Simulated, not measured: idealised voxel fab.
Proc. module: voxel tone inversion
Square cells of 5 nm make up the cross-section cut, whose width is 230 nm.
How to read a cross-section here: the picture is a grid of square cells, written as bands going from the top down, and any band can span one or more rows of cells.
Top height, bottom height, nm. Materials left to right, width each, nm. Single material + "everywhere" = fills band edge to edge. "empty" = empty.
All heights in this document are referenced to 0, defined as the level beneath which the wafer, as received, consists entirely of one material. The lowest band is not bounded below; it extends indefinitely downward and is written in the form "0..down".
You'd read "30->40" like this: the band's top row of cells is as wide as the first number, its bottom row is as wide as the second, and going down, every row changes width by the same amount as the row before did.
"remains unaltered" means the step left every cell of the cross-section as it was.
If an empty space has no open way to the top and is at least 8 cells in size, "Enclosed internal cavities" lists it, written width x height at distance, where distance is measured from the left edge and every value is in nm.
Heads up: the bit after the settings on a step's line is the simulator's remark on that step.
overlay nm: mask offset rightward from planned place, masked step; negative means leftward offset.

Planned process steps:
step 1: RECEIVE (material Si)
step 2: CONFORMAL_DEP (material SiCN; thk nm 5)
step 3: DIRECTIONAL_DEP (material polySi; thk nm 25)
step 4: PATTERN (tone cover; mask id POSTS; material resist; width nm 25; pitch nm 50; thk nm 35; overlay nm 0)
step 5: DIRECTIONAL_ETCH (etch materials polySi; depth nm 25)
step 6: STRIP (etch materials resist)
step 7: FILL_DEP (material lowk; thk nm 5)
step 8: CMP (height nm 30)
step 9: STRIP (etch materials polySi)

Incoming wafer, cross-sectional view, post step 1:
	0..down: Si everywhere
	Enclosed internal cavities: none

A wafer at the end: this start, this plan, one mistake:
	30..25: SiCN everywhere
	25..0: polySi everywhere
	0..down: Si everywhere
	Enclosed internal cavities: none
Plan not followed: a sequencing error occurred in which plan steps 2 and 3 were transposed
